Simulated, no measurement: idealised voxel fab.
Process module heading - voxel capacitor over wiring
The cross-section shown here is cut; it is 230 nm wide and divided into square cells measuring 5 nm on a side.
For the purposes of this document, a cross-section shall be understood as a grid of square cells, specified as bands listed in top-to-bottom order, each band consisting of one or more rows of cells. Per band: top height and bottom height in nm, followed by the left-to-right materials and their widths in nm; "everywhere" marks a single material spanning edge to edge, "air" marks empty space. Beneath 0, the wafer as received is one material, and that level is where height counting begins. The lowest band goes on downward without a bottom; it is written like "from 0 down". Top row gets the first number, bottom row gets the second, and each row in between changes by the same step: that is how a band width like "30->40" works. "remained unchanged" for a step: no cell of the cross-section changed in that step. The list in "closed voids" covers empty spaces of 8 cells or more that cannot reach the top through any open way, and it gives each as width x height at distance; the distance is from the left edge, and width, height and distance are in nm. What comes after the settings on a step's line is commentary from the simulator itself on that step. You can add "overlay nm" to a step's line. For a step with a mask, it describes how far the mask lay to the right of its planned position, and a negative number describes a lay to the left.
# plan
1: RECEIVE [material Si]
2: CONFORMAL_DEP [material SiO2] [thk nm 15]
3: CONFORMAL_DEP [material SiCN] [thk nm 5]
4: DIRECTIONAL_DEP [material lowk] [thk nm 25]
5: DIRECTIONAL_DEP [material aC] [thk nm 15]
6: PATTERN [tone open] [mask id METAL_1] [material resist] [width nm 25] [pitch nm 95] [thk nm 35] [overlay nm 0]
7: DIRECTIONAL_ETCH [etch materials aC] [depth nm 15]
8: STRIP [etch materials resist]
9: DIRECTIONAL_ETCH [etch materials lowk] [depth nm 25]
10: DIRECTIONAL_ETCH [etch materials SiCN] [depth nm 5]
11: STRIP [etch materials aC]
12: CONFORMAL_DEP [material TiN] [thk nm 5]
13: FILL_DEP [material Ru] [thk nm 5]
14: CMP [height nm 45]
15: CONFORMAL_DEP [material SiCN] [thk nm 5]
16: DIRECTIONAL_DEP [material lowk] [thk nm 15]
17: DIRECTIONAL_DEP [material aC] [thk nm 15]
18: PATTERN [tone open] [mask id PLUG_1] [material resist] [width nm 15] [thk nm 30] [overlay nm 0]
19: DIRECTIONAL_ETCH [etch materials aC] [depth nm 15]
20: STRIP [etch materials resist]
21: DIRECTIONAL_ETCH [etch materials lowk] [depth nm 15]
22: DIRECTIONAL_ETCH [etch materials SiCN] [depth nm 5]
23: STRIP [etch materials aC]
24: CONFORMAL_DEP [material TiN] [thk nm 5]
25: FILL_DEP [material W] [thk nm 5]
26: CMP [height nm 65]
27: DIRECTIONAL_DEP [material TiN] [thk nm 5]
28: DIRECTIONAL_DEP [material Al2O3] [thk nm 5]
29: DIRECTIONAL_DEP [material TiN] [thk nm 5]
30: DIRECTIONAL_DEP [material aC] [thk nm 10]
31: PATTERN [tone cover] [mask id UPPER_PLATE] [material resist] [width nm 75] [thk nm 30] [overlay nm 0]
32: DIRECTIONAL_ETCH [etch materials aC] [depth nm 10]
33: STRIP [etch materials resist]
34: DIRECTIONAL_ETCH [etch materials TiN] [depth nm 5]
35: DIRECTIONAL_ETCH [etch materials Al2O3] [depth nm 5]
36: STRIP [etch materials aC]
37: MASKED_ETCH [tone cover] [mask id LOWER_PLATE] [width nm 85] [etch materials TiN] [depth nm 5] [overlay nm 0]
38: FILL_DEP [material SiO2] [thk nm 20]
39: CMP [height nm 95]
40: PATTERN [tone open] [mask id PLUG_2] [material resist] [width nm 15] [thk nm 15] [overlay nm 0]
41: DIRECTIONAL_ETCH [etch materials SiO2] [depth nm 15]
42: STRIP [etch materials resist]
43: CONFORMAL_DEP [material TiN] [thk nm 5]
44: FILL_DEP [material Cu] [thk nm 5]
45: CMP [height nm 95]
46: CONFORMAL_DEP [material SiCN] [thk nm 5]
# Delivered wafer in cross-section: state after step 1
    from 0 down | Si everywhere
    closed voids: none
# Look at the cross-section after the module: the wafer started out the way shown above and the plan was the one shown above, yet one mistake was made along the way
    from 100 to 95 | SiCN everywhere
    from 95 to 85 | SiO2: 75; TiN: 5; Cu: 5; TiN: 5; SiO2: 140
    from 85 to 80 | SiO2: 75; TiN: 15; SiO2: 140
    from 80 to 75 | SiO2 everywhere
    from 75 to 65 | SiO2: 65->60; TiN: 75->85; SiO2: 90->85
    from 65 to 50 | lowk: 65; TiN: 5; W: 5; TiN: 5; lowk: 150
    from 50 to 45 | SiCN: 65; TiN: 15; SiCN: 150
    from 45 to 20 | lowk: 55; TiN: 5; Ru: 15; TiN: 5; lowk: 70; TiN: 5; Ru: 15; TiN: 5; lowk: 55
    from 20 to 15 | SiCN: 55; TiN: 25; SiCN: 70; TiN: 25; SiCN: 55
    from 15 to 0 | SiO2 everywhere
    from 0 down | Si everywhere
    closed voids: none
The mistake made against the process plan was this: plan step 28: skipped, not run
